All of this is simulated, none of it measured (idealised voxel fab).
Presented below is a process module, voxel air gaps.
Section shown: cut. Width: 245 nm. Cell size: 5 nm, square.
We lay out every cross-section as a grid of square cells and spell it out in bands from the top down, where one band means one or more rows of cells. This entry defines a band. It first specifies the height of the band's top and the height of its bottom in nm, and then specifies the band's materials from left to right, stating each material with its width in nm. The word "throughout" identifies a single material that fills the band from edge to edge, while the word "blank" identifies empty space. Heights from 0 (as-received wafer is one material below). Bottom band endless downward, as "0 down". Graded width ("30..40"): value in top row of band = first number; value in bottom row = second number; row-to-row change constant. A step reported as "left unchanged" is a step in which no cell of the cross-section changed. For the entry "Sealed internal voids", the listed items are empty spaces with no open way to the top whose size is 8 cells or more; each item follows the pattern width x height at distance, where distance is from the left edge and all three are in nm. Heads up: the bit after the settings on a step's line is the simulator's remark on that step. A step's line can hold "overlay nm"; with a mask on that step, the setting says how far right of the planned place the mask lay, while a negative setting says it lay to the left.

THE FOLLOWING LIST GIVES THE PLANNED PROCESS STEPS
- 1: RECEIVE | material Si
- 2: CONFORMAL_DEP | material SiO2 | thk nm 10
- 3: CONFORMAL_DEP | material SiN | thk nm 5
- 4: DIRECTIONAL_DEP | material lowk | thk nm 40
- 5: DIRECTIONAL_DEP | material aC | thk nm 10
- 6: PATTERN | tone open | mask id LINES | material resist | width nm 25 | pitch nm 50 | thk nm 30 | overlay nm 0
- 7: DIRECTIONAL_ETCH | etch materials aC | depth nm 10
- 8: STRIP | etch materials resist
- 9: DIRECTIONAL_ETCH | etch materials lowk | depth nm 40
- 10: STRIP | etch materials aC
- 11: CONFORMAL_DEP | material TiN | thk nm 5
- 12: FILL_DEP | material Ru | thk nm 5
- 13: CMP | height nm 55
- 14: EPI | material Ru | thk nm 10
- 15: SELECTIVE_ETCH | etch materials lowk | depth nm 50
- 16: CONFORMAL_DEP | material SiN | thk nm 5

FIRST OF TWO WAFERS, WITH THE RUN CARRIED OUT AS PLANNED

CROSS-SECTION, INCOMING MATERIAL, AFTER STEP 1
* 0 down | Si throughout
* Sealed internal voids: none

WAFER SECTION VIEW AFTER PROCESSING STEP 2
* 10 to 0 | SiO2 throughout
* Below 0, the layers are the same as they were.

WAFER SECTION VIEW AFTER PROCESSING STEP 3
* 15 to 10 | SiN throughout
* Below 10, the layers are the same as they were.

WAFER SECTION VIEW AFTER PROCESSING STEP 4
* 55 to 15 | lowk throughout
* Below 15, the layers are the same as they were.

WAFER SECTION VIEW AFTER PROCESSING STEP 5
* 65 to 55 | aC throughout
* Below 55, the layers are the same as they were.

WAFER SECTION VIEW AFTER PROCESSING STEP 6
* 95 to 65 | 60 nm resist | 25 nm blank | 25 nm resist | 25 nm blank | 25 nm resist | 25 nm blank | 60 nm resist
* Below 65, the layers are the same as they were.

WAFER SECTION VIEW AFTER PROCESSING STEP 7
* 85 to 65 | 60 nm resist | 25 nm blank | 25 nm resist | 25 nm blank | 25 nm resist | 25 nm blank | 60 nm resist
* 65 to 55 | 60 nm aC | 25 nm blank | 25 nm aC | 25 nm blank | 25 nm aC | 25 nm blank | 60 nm aC
* Below 55, the layers are the same as they were.

WAFER SECTION VIEW AFTER PROCESSING STEP 8
* 65 to 55 | 60 nm aC | 25 nm blank | 25 nm aC | 25 nm blank | 25 nm aC | 25 nm blank | 60 nm aC
* Below 55, the layers are the same as they were.

WAFER SECTION VIEW AFTER PROCESSING STEP 9
* 65 to 55 | 60 nm aC | 25 nm blank | 25 nm aC | 25 nm blank | 25 nm aC | 25 nm blank | 60 nm aC
* 55 to 15 | 60 nm lowk | 25 nm blank | 25 nm lowk | 25 nm blank | 25 nm lowk | 25 nm blank | 60 nm lowk
* Below 15, the layers are the same as they were.

WAFER SECTION VIEW AFTER PROCESSING STEP 10
* 55 to 15 | 60 nm lowk | 25 nm blank | 25 nm lowk | 25 nm blank | 25 nm lowk | 25 nm blank | 60 nm lowk
* Below 15, the layers are the same as they were.

WAFER SECTION VIEW AFTER PROCESSING STEP 11
* 60 to 55 | 65 nm TiN | 15 nm blank | 35 nm TiN | 15 nm blank | 35 nm TiN | 15 nm blank | 65 nm TiN
* 55 to 20 | 60 nm lowk | 5 nm TiN | 15 nm blank | 5 nm TiN | 25 nm lowk | 5 nm TiN | 15 nm blank | 5 nm TiN | 25 nm lowk | 5 nm TiN | 15 nm blank | 5 nm TiN | 60 nm lowk
* 20 to 15 | 60 nm lowk | 25 nm TiN | 25 nm lowk | 25 nm TiN | 25 nm lowk | 25 nm TiN | 60 nm lowk
* Below 15, the layers are the same as they were.

WAFER SECTION VIEW AFTER PROCESSING STEP 12
* 65 to 60 | Ru throughout
* 60 to 55 | 65 nm TiN | 15 nm Ru | 35 nm TiN | 15 nm Ru | 35 nm TiN | 15 nm Ru | 65 nm TiN
* 55 to 20 | 60 nm lowk | 5 nm TiN | 15 nm Ru | 5 nm TiN | 25 nm lowk | 5 nm TiN | 15 nm Ru | 5 nm TiN | 25 nm lowk | 5 nm TiN | 15 nm Ru | 5 nm TiN | 60 nm lowk
* Below 20, the layers are the same as they were.

WAFER SECTION VIEW AFTER PROCESSING STEP 13
* 55 to 20 | 60 nm lowk | 5 nm TiN | 15 nm Ru | 5 nm TiN | 25 nm lowk | 5 nm TiN | 15 nm Ru | 5 nm TiN | 25 nm lowk | 5 nm TiN | 15 nm Ru | 5 nm TiN | 60 nm lowk
* Below 20, the layers are the same as they were.

WAFER SECTION VIEW AFTER PROCESSING STEP 14
* 65 to 55 | 50 nm blank | 45 nm Ru | 5 nm blank | 45 nm Ru | 5 nm blank | 45 nm Ru | 50 nm blank
* Below 55, the layers are the same as they were.

WAFER SECTION VIEW AFTER PROCESSING STEP 15
* 65 to 55 | 50 nm blank | 45 nm Ru | 5 nm blank | 45 nm Ru | 5 nm blank | 45 nm Ru | 50 nm blank
* 55 to 20 | 60 nm blank | 5 nm TiN | 15 nm Ru | 5 nm TiN | 25 nm blank | 5 nm TiN | 15 nm Ru | 5 nm TiN | 25 nm blank | 5 nm TiN | 15 nm Ru | 5 nm TiN | 60 nm blank
* 20 to 15 | 60 nm blank | 25 nm TiN | 25 nm blank | 25 nm TiN | 25 nm blank | 25 nm TiN | 60 nm blank
* Below 15, the layers are the same as they were.

WAFER SECTION VIEW AFTER PROCESSING STEP 16
* 70 to 65 | 45 nm blank | 155 nm SiN | 45 nm blank
* 65 to 55 | 45 nm blank | 5 nm SiN | 45 nm Ru | 5 nm SiN | 45 nm Ru | 5 nm SiN | 45 nm Ru | 5 nm SiN | 45 nm blank
* 55 to 50 | 45 nm blank | 15 nm SiN | 5 nm TiN | 15 nm Ru | 5 nm TiN | 25 nm SiN | 5 nm TiN | 15 nm Ru | 5 nm TiN | 25 nm SiN | 5 nm TiN | 15 nm Ru | 5 nm TiN | 15 nm SiN | 45 nm blank
* 50 to 20 | 55 nm blank | 5 nm SiN | 5 nm TiN | 15 nm Ru | 5 nm TiN | 5 nm SiN | 15 nm blank | 5 nm SiN | 5 nm TiN | 15 nm Ru | 5 nm TiN | 5 nm SiN | 15 nm blank | 5 nm SiN | 5 nm TiN | 15 nm Ru | 5 nm TiN | 5 nm SiN | 55 nm blank
* 20 to 15 | 60 nm SiN | 25 nm TiN | 25 nm SiN | 25 nm TiN | 25 nm SiN | 25 nm TiN | 60 nm SiN
* Below 15, the layers are the same as they were.
* Sealed internal voids: 15 x 30 at 90; 15 x 30 at 140

COMPANION WAFER, THE SECOND OF TWO: SAME BEGINNING, SAME INTENDED SEQUENCE, ONE MISTAKE IN CARRYING IT OUT; THROUGH STEP 12 INCLUSIVE IT TRACKS THE FIRST EXACTLY

CROSS-SECTION OF THE SECOND WAFER WHEN, ACCORDING TO PLAN, STEP 13 SHOULD HAVE FINISHED
* 60 to 55 | 65 nm TiN | 15 nm Ru | 35 nm TiN | 15 nm Ru | 35 nm TiN | 15 nm Ru | 65 nm TiN
* Below 55, the layers are the same as they were.

CROSS-SECTION OF THE SECOND WAFER WHEN, ACCORDING TO PLAN, STEP 14 SHOULD HAVE FINISHED
* 70 to 60 | Ru throughout
* Below 60, the layers are the same as they were.

Cross-section of the second wafer when, according to plan, step 15 should have finished: left unchanged

CROSS-SECTION OF THE SECOND WAFER WHEN, ACCORDING TO PLAN, STEP 16 SHOULD HAVE FINISHED
* 75 to 70 | SiN throughout
* Below 70, the layers are the same as they were.
Finding, execution versus plan: heads up, step 13 didn't go per plan, it actually ran as CMP | height nm 60
It is noted that, at the conclusion of processing, the second wafer exhibits a higher or lower cell count for certain materials relative to the first: +53 Ru, -76 SiN, +40 TiN, +272 lowk
The second wafer ends with 0 closed voids, and the first wafer ends with 2.
